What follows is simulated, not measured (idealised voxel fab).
Module name: voxel transistor to metal (process module)
The cross-section shown here is cut; it is 185 nm wide and divided into square cells measuring 5 nm on a side.
Just so we're on the same page, the cross-sections are grids of square cells, and they're listed out in bands top to bottom, each band one or more rows deep.
The band entry comprises the height of the band's top followed by the height of its bottom, expressed in nm, and subsequently the band's materials from left to right, each stated together with its width in nm. Where a single material is marked with the word "edge to edge", that material fills the band from edge to edge. The word "blank" represents empty space.
Note: height 0 marks the level under which the wafer is uniformly one material as received. Lowest band unbounded below, written "z 0 and below".
A width given as "30->40" starts at the first number in the band's top row and ends at the second number in its bottom row, shifting by an equal amount at every step from row to row.
A step reported as "all unchanged" is a step in which no cell of the cross-section changed.
If an empty space has no open way to the top and is at least 8 cells in size, "Entrapped void list" lists it, written width x height at distance, where distance is measured from the left edge and every value is in nm.
That trailing text on a step's line, after the settings, is the simulator's own remark on the step.
Regarding "overlay nm": on a step with a mask, it is the distance the mask lay to the right of its planned place; a negative value places it to the left.
**Steps in the process plan**
- 1: RECEIVE,material Si
- 2: CONFORMAL_DEP,material SiO2,thk nm 5
- 3: CONFORMAL_DEP,material SiN,thk nm 10
- 4: DIRECTIONAL_DEP,material aC,thk nm 15
- 5: PATTERN,tone cover,mask id ACTIVE,material resist,width nm 100,thk nm 30,overlay nm 0
- 6: DIRECTIONAL_ETCH,etch materials aC,depth nm 15
- 7: STRIP,etch materials resist
- 8: DIRECTIONAL_ETCH,etch materials SiN,depth nm 10
- 9: DIRECTIONAL_ETCH,etch materials SiO2,depth nm 5
- 10: DIRECTIONAL_ETCH,etch materials Si,depth nm 30
- 11: STRIP,etch materials aC
- 12: FILL_DEP,material SiO2,thk nm 15
- 13: CMP,height nm 15
- 14: SELECTIVE_ETCH,etch materials SiO2,depth nm 10
- 15: STRIP,etch materials SiN
- 16: SELECTIVE_ETCH,etch materials SiO2,depth nm 5
- 17: OXIDIZE,depth nm 5
- 18: DIRECTIONAL_DEP,material polySi,thk nm 25
- 19: DIRECTIONAL_DEP,material SiCN,thk nm 10
- 20: DIRECTIONAL_DEP,material aC,thk nm 15
- 21: PATTERN,tone cover,mask id GATE,material resist,width nm 20,thk nm 35,overlay nm 0
- 22: DIRECTIONAL_ETCH,etch materials aC,depth nm 15
- 23: STRIP,etch materials resist
- 24: DIRECTIONAL_ETCH,etch materials SiCN,depth nm 20
- 25: DIRECTIONAL_ETCH,etch materials polySi,depth nm 35
- 26: STRIP,etch materials aC
- 27: CONFORMAL_DEP,material SiN,thk nm 10
- 28: DIRECTIONAL_ETCH,etch materials SiN,depth nm 10
- 29: DIRECTIONAL_ETCH,etch materials SiO2,depth nm 5
- 30: DIRECTIONAL_ETCH,etch materials Si,depth nm 10
- 31: EPI,material SiGe,thk nm 15
- 32: FILL_DEP,material SiO2,thk nm 5
- 33: CMP,height nm 35
- 34: DIRECTIONAL_DEP,material SiO2,thk nm 10
- 35: PATTERN,tone open,mask id CONTACT,material resist,width nm 30,pitch nm 60,thk nm 15,overlay nm 0
- 36: DIRECTIONAL_ETCH,etch materials SiO2,depth nm 45
- 37: STRIP,etch materials resist
- 38: CONFORMAL_DEP,material TiN,thk nm 5
- 39: FILL_DEP,material W,thk nm 10
- 40: CMP,height nm 45
- 41: CONFORMAL_DEP,material SiN,thk nm 5
- 42: DIRECTIONAL_DEP,material SiO2,thk nm 20
- 43: MASKED_ETCH,tone open,mask id METAL_1,width nm 15,pitch nm 75,etch materials SiO2,depth nm 20,overlay nm 0
- 44: MASKED_ETCH,tone open,mask id METAL_1,width nm 15,pitch nm 75,etch materials SiN,depth nm 5,overlay nm 0
- 45: CONFORMAL_DEP,material TiN,thk nm 5
- 46: FILL_DEP,material Cu,thk nm 10
- 47: CMP,height nm 70
- 48: CONFORMAL_DEP,material SiCN,thk nm 5
- 49: DIRECTIONAL_DEP,material SiO2,thk nm 25
- 50: PATTERN,tone open,mask id METAL_2,material resist,width nm 15,pitch nm 75,thk nm 15,overlay nm 0
- 51: DIRECTIONAL_ETCH,etch materials SiO2,depth nm 15
- 52: STRIP,etch materials resist
- 53: DIRECTIONAL_DEP,material aC,thk nm 15
- 54: PATTERN,tone open,mask id METAL_2_HOLES,material resist,width nm 15,pitch nm 75,thk nm 35,overlay nm 0
- 55: DIRECTIONAL_ETCH,etch materials aC,depth nm 15
- 56: STRIP,etch materials resist
- 57: DIRECTIONAL_ETCH,etch materials SiO2,depth nm 10
- 58: DIRECTIONAL_ETCH,etch materials SiCN,depth nm 5
- 59: STRIP,etch materials aC
- 60: CONFORMAL_DEP,material TiN,thk nm 5
- 61: FILL_DEP,material Cu,thk nm 10
- 62: CMP,height nm 100
- 63: CONFORMAL_DEP,material SiN,thk nm 5
**Of two wafers, the first: run according to plan**
**Cross-section of the wafer at receipt, which is the condition after step 1**
* z 0 and below: Si edge to edge
* Entrapped void list: none
**The wafer, seen in cross-section, after step 2**
* z 5 to 0: SiO2 edge to edge
* For the remainder of the cross-section, below 0, there is no change.
**The wafer, seen in cross-section, after step 3**
* z 15 to 5: SiN edge to edge
* For the remainder of the cross-section, below 5, there is no change.
**The wafer, seen in cross-section, after step 4**
* z 30 to 15: aC edge to edge
* For the remainder of the cross-section, below 15, there is no change.
**The wafer, seen in cross-section, after step 5**
* z 60 to 30: blank 40 nm | resist 100 nm | blank 45 nm
* For the remainder of the cross-section, below 30, there is no change.
**The wafer, seen in cross-section, after step 6**
* z 45 to 30: blank 40 nm | resist 100 nm | blank 45 nm
* z 30 to 15: blank 40 nm | aC 100 nm | blank 45 nm
* For the remainder of the cross-section, below 15, there is no change.
**The wafer, seen in cross-section, after step 7**
* z 30 to 15: blank 40 nm | aC 100 nm | blank 45 nm
* For the remainder of the cross-section, below 15, there is no change.
**The wafer, seen in cross-section, after step 8**
* z 30 to 15: blank 40 nm | aC 100 nm | blank 45 nm
* z 15 to 5: blank 40 nm | SiN 100 nm | blank 45 nm
* For the remainder of the cross-section, below 5, there is no change.
**The wafer, seen in cross-section, after step 9**
* z 30 to 15: blank 40 nm | aC 100 nm | blank 45 nm
* z 15 to 5: blank 40 nm | SiN 100 nm | blank 45 nm
* z 5 to 0: blank 40 nm | SiO2 100 nm | blank 45 nm
* For the remainder of the cross-section, below 0, there is no change.
**The wafer, seen in cross-section, after step 10**
* z 30 to 15: blank 40 nm | aC 100 nm | blank 45 nm
* z 15 to 5: blank 40 nm | SiN 100 nm | blank 45 nm
* z 5 to 0: blank 40 nm | SiO2 100 nm | blank 45 nm
* z 0 to -30: blank 40 nm | Si 100 nm | blank 45 nm
* For the remainder of the cross-section, below -30, there is no change.
**The wafer, seen in cross-section, after step 11**
* z 15 to 5: blank 40 nm | SiN 100 nm | blank 45 nm
* For the remainder of the cross-section, below 5, there is no change.
**The wafer, seen in cross-section, after step 12**
* z 30 to 15: SiO2 edge to edge
* z 15 to 5: SiO2 40 nm | SiN 100 nm | SiO2 45 nm
* z 5 to 0: SiO2 edge to edge
* z 0 to -30: SiO2 40 nm | Si 100 nm | SiO2 45 nm
* For the remainder of the cross-section, below -30, there is no change.
**The wafer, seen in cross-section, after step 13**
* z 15 to 5: SiO2 40 nm | SiN 100 nm | SiO2 45 nm
* For the remainder of the cross-section, below 5, there is no change.
**The wafer, seen in cross-section, after step 14**
* z 15 to 5: blank 40 nm | SiN 100 nm | blank 45 nm
* For the remainder of the cross-section, below 5, there is no change.
**The wafer, seen in cross-section, after step 15**
* z 5 to 0: SiO2 edge to edge
* For the remainder of the cross-section, below 0, there is no change.
**The wafer, seen in cross-section, after step 16**
* z 0 to -30: SiO2 40 nm | Si 100 nm | SiO2 45 nm
* For the remainder of the cross-section, below -30, there is no change.
**The wafer, seen in cross-section, after step 17**
* z 0 to -5: SiO2 edge to edge
* For the remainder of the cross-section, below -5, there is no change.
**The wafer, seen in cross-section, after step 18**
* z 25 to 0: polySi edge to edge
* For the remainder of the cross-section, below 0, there is no change.
**The wafer, seen in cross-section, after step 19**
* z 35 to 25: SiCN edge to edge
* For the remainder of the cross-section, below 25, there is no change.
**The wafer, seen in cross-section, after step 20**
* z 50 to 35: aC edge to edge
* For the remainder of the cross-section, below 35, there is no change.
**The wafer, seen in cross-section, after step 21**
* z 85 to 50: blank 80 nm | resist 20 nm | blank 85 nm
* For the remainder of the cross-section, below 50, there is no change.
**The wafer, seen in cross-section, after step 22**
* z 70 to 50: blank 80 nm | resist 20 nm | blank 85 nm
* z 50 to 35: blank 80 nm | aC 20 nm | blank 85 nm
* For the remainder of the cross-section, below 35, there is no change.
**The wafer, seen in cross-section, after step 23**
* z 50 to 35: blank 80 nm | aC 20 nm | blank 85 nm
* For the remainder of the cross-section, below 35, there is no change.
**The wafer, seen in cross-section, after step 24**
* z 50 to 35: blank 80 nm | aC 20 nm | blank 85 nm
* z 35 to 25: blank 80 nm | SiCN 20 nm | blank 85 nm
* For the remainder of the cross-section, below 25, there is no change.
**The wafer, seen in cross-section, after step 25**
* z 50 to 35: blank 80 nm | aC 20 nm | blank 85 nm
* z 35 to 25: blank 80 nm | SiCN 20 nm | blank 85 nm
* z 25 to 0: blank 80 nm | polySi 20 nm | blank 85 nm
* For the remainder of the cross-section, below 0, there is no change.
**The wafer, seen in cross-section, after step 26**
* z 35 to 25: blank 80 nm | SiCN 20 nm | blank 85 nm
* For the remainder of the cross-section, below 25, there is no change.
**The wafer, seen in cross-section, after step 27**
* z 45 to 35: blank 70 nm | SiN 40 nm | blank 75 nm
* z 35 to 25: blank 70 nm | SiN 10 nm | SiCN 20 nm | SiN 10 nm | blank 75 nm
* z 25 to 10: blank 70 nm | SiN 10 nm | polySi 20 nm | SiN 10 nm | blank 75 nm
* z 10 to 0: SiN 80 nm | polySi 20 nm | SiN 85 nm
* For the remainder of the cross-section, below 0, there is no change.
**The wafer, seen in cross-section, after step 28**
* z 35 to 25: blank 70 nm | SiN 10 nm | SiCN 20 nm | SiN 10 nm | blank 75 nm
* z 25 to 0: blank 70 nm | SiN 10 nm | polySi 20 nm | SiN 10 nm | blank 75 nm
* For the remainder of the cross-section, below 0, there is no change.
**The wafer, seen in cross-section, after step 29**
* z 35 to 25: blank 70 nm | SiN 10 nm | SiCN 20 nm | SiN 10 nm | blank 75 nm
* z 25 to 0: blank 70 nm | SiN 10 nm | polySi 20 nm | SiN 10 nm | blank 75 nm
* z 0 to -5: blank 70 nm | SiO2 40 nm | blank 75 nm
* For the remainder of the cross-section, below -5, there is no change.
**The wafer, seen in cross-section, after step 30**
* z 35 to 25: blank 70 nm | SiN 10 nm | SiCN 20 nm | SiN 10 nm | blank 75 nm
* z 25 to 0: blank 70 nm | SiN 10 nm | polySi 20 nm | SiN 10 nm | blank 75 nm
* z 0 to -5: blank 70 nm | SiO2 40 nm | blank 75 nm
* z -5 to -15: SiO2 40 nm | blank 30 nm | Si 40 nm | blank 30 nm | SiO2 45 nm
* For the remainder of the cross-section, below -15, there is no change.
**The wafer, seen in cross-section, after step 31**
* z 35 to 25: blank 70 nm | SiN 10 nm | SiCN 20 nm | SiN 10 nm | blank 75 nm
* z 25 to 10: blank 70 nm | SiN 10 nm | polySi 20 nm | SiN 10 nm | blank 75 nm
* z 10 to 0: blank 55 nm | SiGe 15 nm | SiN 10 nm | polySi 20 nm | SiN 10 nm | SiGe 15 nm | blank 60 nm
* z 0 to -5: blank 35 nm | SiGe 35 nm | SiO2 40 nm | SiGe 35 nm | blank 40 nm
* z -5 to -15: SiO2 40 nm | SiGe 30 nm | Si 40 nm | SiGe 30 nm | SiO2 45 nm
* For the remainder of the cross-section, below -15, there is no change.
**The wafer, seen in cross-section, after step 32**
* z 40 to 35: SiO2 edge to edge
* z 35 to 25: SiO2 70 nm | SiN 10 nm | SiCN 20 nm | SiN 10 nm | SiO2 75 nm
* z 25 to 10: SiO2 70 nm | SiN 10 nm | polySi 20 nm | SiN 10 nm | SiO2 75 nm
* z 10 to 0: SiO2 55 nm | SiGe 15 nm | SiN 10 nm | polySi 20 nm | SiN 10 nm | SiGe 15 nm | SiO2 60 nm
* z 0 to -5: SiO2 35 nm | SiGe 35 nm | SiO2 40 nm | SiGe 35 nm | SiO2 40 nm
* For the remainder of the cross-section, below -5, there is no change.
**The wafer, seen in cross-section, after step 33**
* z 35 to 25: SiO2 70 nm | SiN 10 nm | SiCN 20 nm | SiN 10 nm | SiO2 75 nm
* For the remainder of the cross-section, below 25, there is no change.
**The wafer, seen in cross-section, after step 34**
* z 45 to 35: SiO2 edge to edge
* For the remainder of the cross-section, below 35, there is no change.
**The wafer, seen in cross-section, after step 35**
* z 60 to 45: resist 45 nm | blank 30 nm | resist 30 nm | blank 30 nm | resist 50 nm
* For the remainder of the cross-section, below 45, there is no change.
**The wafer, seen in cross-section, after step 36**
* z 60 to 45: resist 45 nm | blank 30 nm | resist 30 nm | blank 30 nm | resist 50 nm
* z 45 to 35: SiO2 45 nm | blank 30 nm | SiO2 30 nm | blank 30 nm | SiO2 50 nm
* z 35 to 25: SiO2 45 nm | blank 25 nm | SiN 10 nm | SiCN 20 nm | SiN 10 nm | blank 25 nm | SiO2 50 nm
* z 25 to 10: SiO2 45 nm | blank 25 nm | SiN 10 nm | polySi 20 nm | SiN 10 nm | blank 25 nm | SiO2 50 nm
* z 10 to 0: SiO2 45 nm | blank 10 nm | SiGe 15 nm | SiN 10 nm | polySi 20 nm | SiN 10 nm | SiGe 15 nm | blank 10 nm | SiO2 50 nm
* For the remainder of the cross-section, below 0, there is no change.
**The wafer, seen in cross-section, after step 37**
* z 45 to 35: SiO2 45 nm | blank 30 nm | SiO2 30 nm | blank 30 nm | SiO2 50 nm
* For the remainder of the cross-section, below 35, there is no change.
**The wafer, seen in cross-section, after step 38**
* z 50 to 45: TiN 50 nm | blank 20 nm | TiN 40 nm | blank 20 nm | TiN 55 nm
* z 45 to 35: SiO2 45 nm | TiN 5 nm | blank 20->15 nm | TiN 5->10 nm | SiO2 30 nm | TiN 5->10 nm | blank 20->15 nm | TiN 5 nm | SiO2 50 nm
* z 35 to 25: SiO2 45 nm | TiN 5 nm | blank 15 nm | TiN 5 nm | SiN 10 nm | SiCN 20 nm | SiN 10 nm | TiN 5 nm | blank 15 nm | TiN 5 nm | SiO2 50 nm
* z 25 to 15: SiO2 45 nm | TiN 5 nm | blank 15 nm | TiN 5 nm | SiN 10 nm | polySi 20 nm | SiN 10 nm | TiN 5 nm | blank 15 nm | TiN 5 nm | SiO2 50 nm
* z 15 to 10: SiO2 45 nm | TiN 25 nm | SiN 10 nm | polySi 20 nm | SiN 10 nm | TiN 25 nm | SiO2 50 nm
* z 10 to 0: SiO2 45 nm | TiN 10 nm | SiGe 15 nm | SiN 10 nm | polySi 20 nm | SiN 10 nm | SiGe 15 nm | TiN 10 nm | SiO2 50 nm
* For the remainder of the cross-section, below 0, there is no change.
**The wafer, seen in cross-section, after step 39**
* z 60 to 50: W edge to edge
* z 50 to 45: TiN 50 nm | W 20 nm | TiN 40 nm | W 20 nm | TiN 55 nm
* z 45 to 35: SiO2 45 nm | TiN 5 nm | W 20->15 nm | TiN 5->10 nm | SiO2 30 nm | TiN 5->10 nm | W 20->15 nm | TiN 5 nm | SiO2 50 nm
* z 35 to 25: SiO2 45 nm | TiN 5 nm | W 15 nm | TiN 5 nm | SiN 10 nm | SiCN 20 nm | SiN 10 nm | TiN 5 nm | W 15 nm | TiN 5 nm | SiO2 50 nm
* z 25 to 15: SiO2 45 nm | TiN 5 nm | W 15 nm | TiN 5 nm | SiN 10 nm | polySi 20 nm | SiN 10 nm | TiN 5 nm | W 15 nm | TiN 5 nm | SiO2 50 nm
* For the remainder of the cross-section, below 15, there is no change.
**The wafer, seen in cross-section, after step 40**
* z 45 to 35: SiO2 45 nm | TiN 5 nm | W 20->15 nm | TiN 5->10 nm | SiO2 30 nm | TiN 5->10 nm | W 20->15 nm | TiN 5 nm | SiO2 50 nm
* For the remainder of the cross-section, below 35, there is no change.
**The wafer, seen in cross-section, after step 41**
* z 50 to 45: SiN edge to edge
* For the remainder of the cross-section, below 45, there is no change.
**The wafer, seen in cross-section, after step 42**
* z 70 to 50: SiO2 edge to edge
* For the remainder of the cross-section, below 50, there is no change.
**The wafer, seen in cross-section, after step 43**
* z 70 to 50: SiO2 45 nm | blank 15 nm | SiO2 60 nm | blank 15 nm | SiO2 50 nm
* For the remainder of the cross-section, below 50, there is no change.
**The wafer, seen in cross-section, after step 44**
* z 70 to 50: SiO2 45 nm | blank 15 nm | SiO2 60 nm | blank 15 nm | SiO2 50 nm
* z 50 to 45: SiN 45 nm | blank 15 nm | SiN 60 nm | blank 15 nm | SiN 50 nm
* For the remainder of the cross-section, below 45, there is no change.
**The wafer, seen in cross-section, after step 45**
* z 75 to 70: TiN 50 nm | blank 5 nm | TiN 70 nm | blank 5 nm | TiN 55 nm
* z 70 to 50: SiO2 45 nm | TiN 5 nm | blank 5 nm | TiN 5 nm | SiO2 60 nm | TiN 5 nm | blank 5 nm | TiN 5 nm | SiO2 50 nm
* z 50 to 45: SiN 45 nm | TiN 15 nm | SiN 60 nm | TiN 15 nm | SiN 50 nm
* For the remainder of the cross-section, below 45, there is no change.
**The wafer, seen in cross-section, after step 46**
* z 85 to 75: Cu edge to edge
* z 75 to 70: TiN 50 nm | Cu 5 nm | TiN 70 nm | Cu 5 nm | TiN 55 nm
* z 70 to 50: SiO2 45 nm | TiN 5 nm | Cu 5 nm | TiN 5 nm | SiO2 60 nm | TiN 5 nm | Cu 5 nm | TiN 5 nm | SiO2 50 nm
* For the remainder of the cross-section, below 50, there is no change.
**The wafer, seen in cross-section, after step 47**
* z 70 to 50: SiO2 45 nm | TiN 5 nm | Cu 5 nm | TiN 5 nm | SiO2 60 nm | TiN 5 nm | Cu 5 nm | TiN 5 nm | SiO2 50 nm
* For the remainder of the cross-section, below 50, there is no change.
**The wafer, seen in cross-section, after step 48**
* z 75 to 70: SiCN edge to edge
* For the remainder of the cross-section, below 70, there is no change.
**The wafer, seen in cross-section, after step 49**
* z 100 to 75: SiO2 edge to edge
* For the remainder of the cross-section, below 75, there is no change.
**The wafer, seen in cross-section, after step 50**
* z 115 to 100: resist 45 nm | blank 15 nm | resist 60 nm | blank 15 nm | resist 50 nm
* For the remainder of the cross-section, below 100, there is no change.
**The wafer, seen in cross-section, after step 51**
* z 115 to 100: resist 45 nm | blank 15 nm | resist 60 nm | blank 15 nm | resist 50 nm
* z 100 to 85: SiO2 45 nm | blank 15 nm | SiO2 60 nm | blank 15 nm | SiO2 50 nm
* For the remainder of the cross-section, below 85, there is no change.
**The wafer, seen in cross-section, after step 52**
* z 100 to 85: SiO2 45 nm | blank 15 nm | SiO2 60 nm | blank 15 nm | SiO2 50 nm
* For the remainder of the cross-section, below 85, there is no change.
**The wafer, seen in cross-section, after step 53**
* z 115 to 100: aC 45 nm | blank 15 nm | aC 60 nm | blank 15 nm | aC 50 nm
* z 100 to 85: SiO2 45 nm | aC 15 nm | SiO2 60 nm | aC 15 nm | SiO2 50 nm
* For the remainder of the cross-section, below 85, there is no change.
**The wafer, seen in cross-section, after step 54**
* z 150 to 115: resist 45 nm | blank 15 nm | resist 60 nm | blank 15 nm | resist 50 nm
* For the remainder of the cross-section, below 115, there is no change.
**The wafer, seen in cross-section, after step 55**
* z 135 to 115: resist 45 nm | blank 15 nm | resist 60 nm | blank 15 nm | resist 50 nm
* z 115 to 100: aC 45 nm | blank 15 nm | aC 60 nm | blank 15 nm | aC 50 nm
* z 100 to 85: SiO2 45 nm | blank 15 nm | SiO2 60 nm | blank 15 nm | SiO2 50 nm
* For the remainder of the cross-section, below 85, there is no change.
**The wafer, seen in cross-section, after step 56**
* z 115 to 100: aC 45 nm | blank 15 nm | aC 60 nm | blank 15 nm | aC 50 nm
* For the remainder of the cross-section, below 100, there is no change.
**The wafer, seen in cross-section, after step 57**
* z 115 to 100: aC 45 nm | blank 15 nm | aC 60 nm | blank 15 nm | aC 50 nm
* z 100 to 75: SiO2 45 nm | blank 15 nm | SiO2 60 nm | blank 15 nm | SiO2 50 nm
* For the remainder of the cross-section, below 75, there is no change.
**The wafer, seen in cross-section, after step 58**
* z 115 to 100: aC 45 nm | blank 15 nm | aC 60 nm | blank 15 nm | aC 50 nm
* z 100 to 75: SiO2 45 nm | blank 15 nm | SiO2 60 nm | blank 15 nm | SiO2 50 nm
* z 75 to 70: SiCN 45 nm | blank 15 nm | SiCN 60 nm | blank 15 nm | SiCN 50 nm
* For the remainder of the cross-section, below 70, there is no change.
**The wafer, seen in cross-section, after step 59**
* z 100 to 75: SiO2 45 nm | blank 15 nm | SiO2 60 nm | blank 15 nm | SiO2 50 nm
* For the remainder of the cross-section, below 75, there is no change.
**The wafer, seen in cross-section, after step 60**
* z 105 to 100: TiN 50 nm | blank 5 nm | TiN 70 nm | blank 5 nm | TiN 55 nm
* z 100 to 75: SiO2 45 nm | TiN 5 nm | blank 5 nm | TiN 5 nm | SiO2 60 nm | TiN 5 nm | blank 5 nm | TiN 5 nm | SiO2 50 nm
* z 75 to 70: SiCN 45 nm | TiN 15 nm | SiCN 60 nm | TiN 15 nm | SiCN 50 nm
* For the remainder of the cross-section, below 70, there is no change.
**The wafer, seen in cross-section, after step 61**
* z 115 to 105: Cu edge to edge
* z 105 to 100: TiN 50 nm | Cu 5 nm | TiN 70 nm | Cu 5 nm | TiN 55 nm
* z 100 to 75: SiO2 45 nm | TiN 5 nm | Cu 5 nm | TiN 5 nm | SiO2 60 nm | TiN 5 nm | Cu 5 nm | TiN 5 nm | SiO2 50 nm
* For the remainder of the cross-section, below 75, there is no change.
**The wafer, seen in cross-section, after step 62**
* z 100 to 75: SiO2 45 nm | TiN 5 nm | Cu 5 nm | TiN 5 nm | SiO2 60 nm | TiN 5 nm | Cu 5 nm | TiN 5 nm | SiO2 50 nm
* For the remainder of the cross-section, below 75, there is no change.
**The wafer, seen in cross-section, after step 63**
* z 105 to 100: SiN edge to edge
* For the remainder of the cross-section, below 100, there is no change.
**The second wafer began exactly as the first did and followed the same plan, but one mistake was made while running it; through step 47 inclusive, the two wafers are identical**
**At the planned end of step 48, the second wafer in cross-section**
* z 95 to 70: SiO2 edge to edge
* For the remainder of the cross-section, below 70, there is no change.
**At the planned end of step 49, the second wafer in cross-section**
* z 100 to 95: SiCN edge to edge
* For the remainder of the cross-section, below 95, there is no change.
**At the planned end of step 50, the second wafer in cross-section**
* z 115 to 100: resist 45 nm | blank 15 nm | resist 60 nm | blank 15 nm | resist 50 nm
* For the remainder of the cross-section, below 100, there is no change.
At the planned end of step 51, the second wafer in cross-section: all unchanged
**At the planned end of step 52, the second wafer in cross-section**
* z 100 to 95: SiCN edge to edge
* For the remainder of the cross-section, below 95, there is no change.
**At the planned end of step 53, the second wafer in cross-section**
* z 115 to 100: aC edge to edge
* For the remainder of the cross-section, below 100, there is no change.
**At the planned end of step 54, the second wafer in cross-section**
* z 150 to 115: resist 45 nm | blank 15 nm | resist 60 nm | blank 15 nm | resist 50 nm
* For the remainder of the cross-section, below 115, there is no change.
**At the planned end of step 55, the second wafer in cross-section**
* z 135 to 115: resist 45 nm | blank 15 nm | resist 60 nm | blank 15 nm | resist 50 nm
* z 115 to 100: aC 45 nm | blank 15 nm | aC 60 nm | blank 15 nm | aC 50 nm
* For the remainder of the cross-section, below 100, there is no change.
**At the planned end of step 56, the second wafer in cross-section**
* z 115 to 100: aC 45 nm | blank 15 nm | aC 60 nm | blank 15 nm | aC 50 nm
* For the remainder of the cross-section, below 100, there is no change.
At the planned end of step 57, the second wafer in cross-section: all unchanged
**At the planned end of step 58, the second wafer in cross-section**
* z 115 to 100: aC 45 nm | blank 15 nm | aC 60 nm | blank 15 nm | aC 50 nm
* z 100 to 95: SiCN 45 nm | blank 15 nm | SiCN 60 nm | blank 15 nm | SiCN 50 nm
* For the remainder of the cross-section, below 95, there is no change.
**At the planned end of step 59, the second wafer in cross-section**
* z 100 to 95: SiCN 45 nm | blank 15 nm | SiCN 60 nm | blank 15 nm | SiCN 50 nm
* For the remainder of the cross-section, below 95, there is no change.
**At the planned end of step 60, the second wafer in cross-section**
* z 105 to 100: TiN 50 nm | blank 5 nm | TiN 70 nm | blank 5 nm | TiN 55 nm
* z 100 to 95: SiCN 45 nm | TiN 15 nm | SiCN 60 nm | TiN 15 nm | SiCN 50 nm
* For the remainder of the cross-section, below 95, there is no change.
**At the planned end of step 61, the second wafer in cross-section**
* z 115 to 105: Cu edge to edge
* z 105 to 100: TiN 50 nm | Cu 5 nm | TiN 70 nm | Cu 5 nm | TiN 55 nm
* For the remainder of the cross-section, below 100, there is no change.
**At the planned end of step 62, the second wafer in cross-section**
* z 100 to 95: SiCN 45 nm | TiN 15 nm | SiCN 60 nm | TiN 15 nm | SiCN 50 nm
* For the remainder of the cross-section, below 95, there is no change.
**At the planned end of step 63, the second wafer in cross-section**
* z 105 to 100: SiN edge to edge
* For the remainder of the cross-section, below 100, there is no change.
Finding, execution versus plan: steps 48 and 49 run out of order (swapped)
Final wafer comparison in cells, second versus first, more or fewer per material: Cu -10, SiO2 +30, TiN -20
